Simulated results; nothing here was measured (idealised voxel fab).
process module | voxel gate over fins
cross-section cut | 220 nm wide | cells 5 nm
A cross-section is a grid of square cells, given in bands from the top down. A band is one or more rows of cells.
Each band's line starts with the height of the band's top and of its bottom, in nm. Then come its materials from left to right, each with its width in nm. One material with "throughout" fills the band from edge to edge. "air" is empty space.
Height 0 is the level under which the wafer as received is all one material. The lowest band goes on downwards, as in "0 down".
A width such as "30 to 40" changes by the same amount from each row of cells to the next, from the band's top row to its bottom row.
"no change" after a step means that no cell of the cross-section changed.
closed voids: empty space of 8 cells or more with no open way to the top, each as width x height at its distance from the left edge, in nm
after a step's settings: what the simulator itself notes on the step
overlay nm, on a step with a mask: how far to the right of its planned place the mask lay; to the left if negative
plan
1 op RECEIVE | material Si
2 op CONFORMAL_DEP | material SiN | thk nm 10
3 op DIRECTIONAL_DEP | material aC | thk nm 5
4 op PATTERN | tone cover | mask id FINS | material resist | width nm 15 | pitch nm 45 | thk nm 30 | overlay nm 0
5 op DIRECTIONAL_ETCH | etch materials aC | depth nm 15
6 op STRIP | etch materials resist
7 op DIRECTIONAL_ETCH | etch materials SiN | depth nm 10
8 op DIRECTIONAL_ETCH | etch materials Si | depth nm 30
9 op STRIP | etch materials aC
10 op FILL_DEP | material SiO2 | thk nm 5
11 op CMP | height nm 10
12 op SELECTIVE_ETCH | etch materials SiO2 | depth nm 20
13 op STRIP | etch materials SiN
14 op CONFORMAL_DEP | material HfO2 | thk nm 5
15 op CONFORMAL_DEP | material TiN | thk nm 5
16 op FILL_DEP | material W | thk nm 10
17 op CMP | height nm 15
18 op CONFORMAL_DEP | material SiCN | thk nm 10
varied across the wafers: thk nm of step 3. The plan shows the first wafer's value. All wafers start alike
first wafer as received, after step 1
  0 down: Si throughout
  closed voids: none
each wafer at the end: cells of each material gained (+) or lost (-) since it was received, then its closed voids
thk nm 5 | +56 HfO2 | -210 Si | +88 SiCN | +140 SiO2 | +56 TiN | +90 W | closed voids: none
thk nm 10 | +56 HfO2 | -210 Si | +88 SiCN | +140 SiO2 | +56 TiN | +90 W | closed voids: none
thk nm 15 | +56 HfO2 | -210 Si | +88 SiCN | +140 SiO2 | +56 TiN | +90 W | closed voids: none
thk nm 20 | +44 HfO2 | +88 SiCN | +44 TiN | +44 W | closed voids: none
thk nm 25 | +44 HfO2 | +88 SiCN | +44 TiN | +44 W | closed voids: none
thk nm 30 | +44 HfO2 | +88 SiCN | +44 TiN | +44 W | closed voids: none
